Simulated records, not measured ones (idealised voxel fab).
Process module heading - voxel gate over fins
The cross-section on display is named cut; it measures 250 nm wide, and its cells are 5 nm squares.
In this document a cross-section is written as a grid of square cells. It is given as a series of bands, listed from the top down, and a band is one or more rows of cells.
Band: top height; bottom height; in nm. Then, left to right: material with width in nm, for each material. "throughout": a single material spanning edge to edge. "air": empty space.
Convention: height 0 is the level below which the wafer, as received, is all one material. The lowest band does not terminate at the bottom but continues downward, represented as "0 nm and below".
A width given as "30->40" starts at the first number in the band's top row and ends at the second number in its bottom row, shifting by an equal amount at every step from row to row.
A step reported as "no change" is a step in which no cell of the cross-section changed.
"Closed voids list" specifies each empty space that is not open to the top and that occupies no fewer than 8 cells, using the form width x height at distance, the distance measured from the left edge and all three quantities in nm.
If you see something after the settings on a step's line, that's the simulator's own remark about that step.
"overlay nm" on a masked step: distance the mask lay right of its planned place, negative for left.

Planned step list for the process:
1. RECEIVE: material Si
2. CONFORMAL_DEP: material SiN, thk nm 5
3. PATTERN: tone cover, mask id FINS, material resist, width nm 15, pitch nm 35, thk nm 20, overlay nm 0
4. DIRECTIONAL_ETCH: etch materials SiN, depth nm 5
5. DIRECTIONAL_ETCH: etch materials Si, depth nm 30
6. STRIP: etch materials resist
7. FILL_DEP: material SiO2, thk nm 10
8. CMP: height nm 5
9. SELECTIVE_ETCH: etch materials SiO2, depth nm 15
10. STRIP: etch materials SiN
11. CONFORMAL_DEP: material HfO2, thk nm 5
12. CONFORMAL_DEP: material TiN, thk nm 5
13. FILL_DEP: material W, thk nm 15
14. CMP: height nm 20
15. CONFORMAL_DEP: material SiN, thk nm 5
For clarity, it should be stated that the wafers under discussion commence in an identical condition and differ with respect to the thk nm of step 12, the plan indicating the value that the first wafer had.

Received condition of the first of several wafers, sectioned: post-step 1:
  0 nm and below  Si throughout
  Closed voids list: none

First wafer at the end, after step 15:
  25 nm to 20 nm  SiN throughout
  20 nm to 10 nm  W throughout
  10 nm to 5 nm  70 nm W, then 105 nm TiN, then 75 nm W
  5 nm to 0 nm  70 nm W, then 5 nm TiN, then 25 nm HfO2, then 10 nm TiN, then 25 nm HfO2, then 10 nm TiN, then 25 nm HfO2, then 5 nm TiN, then 75 nm W
  0 nm to -5 nm  75 nm TiN, then 5 nm HfO2, then 15 nm Si, then 5 nm HfO2, then 10 nm TiN, then 5 nm HfO2, then 15 nm Si, then 5 nm HfO2, then 10 nm TiN, then 5 nm HfO2, then 15 nm Si, then 5 nm HfO2, then 80 nm TiN
  -5 nm to -10 nm  80 nm HfO2, then 15 nm Si, then 20 nm HfO2, then 15 nm Si, then 20 nm HfO2, then 15 nm Si, then 85 nm HfO2
  -10 nm to -30 nm  80 nm SiO2, then 15 nm Si, then 20 nm SiO2, then 15 nm Si, then 20 nm SiO2, then 15 nm Si, then 85 nm SiO2
  -30 nm and below  Si throughout
  Closed voids list: none

Cross-section of the final wafer among several, taken at the end of the module:
  25 nm to 20 nm  SiN throughout
  20 nm to 15 nm  55 nm W, then 135 nm TiN, then 60 nm W
  15 nm to 5 nm  TiN throughout
  5 nm to 0 nm  75 nm TiN, then 25 nm HfO2, then 10 nm TiN, then 25 nm HfO2, then 10 nm TiN, then 25 nm HfO2, then 80 nm TiN
  0 nm to -5 nm  75 nm TiN, then 5 nm HfO2, then 15 nm Si, then 5 nm HfO2, then 10 nm TiN, then 5 nm HfO2, then 15 nm Si, then 5 nm HfO2, then 10 nm TiN, then 5 nm HfO2, then 15 nm Si, then 5 nm HfO2, then 80 nm TiN
  -5 nm to -10 nm  80 nm HfO2, then 15 nm Si, then 20 nm HfO2, then 15 nm Si, then 20 nm HfO2, then 15 nm Si, then 85 nm HfO2
  -10 nm to -30 nm  80 nm SiO2, then 15 nm Si, then 20 nm SiO2, then 15 nm Si, then 20 nm SiO2, then 15 nm Si, then 85 nm SiO2
  -30 nm and below  Si throughout
  Closed voids list: none

Rows = wafers. At module end, each row lists per material the cells gained (+) or lost (-) since the wafer was received, then the closed voids:
thk nm 5 | +62 HfO2 | -246 Si | +50 SiN | +164 SiO2 | +62 TiN | +158 W | Closed voids list: none
thk nm 10 | +62 HfO2 | -246 Si | +50 SiN | +164 SiO2 | +116 TiN | +104 W | Closed voids list: none
thk nm 15 | +62 HfO2 | -246 Si | +50 SiN | +164 SiO2 | +170 TiN | +50 W | Closed voids list: none
thk nm 20 | +62 HfO2 | -246 Si | +50 SiN | +164 SiO2 | +197 TiN | +23 W | Closed voids list: none
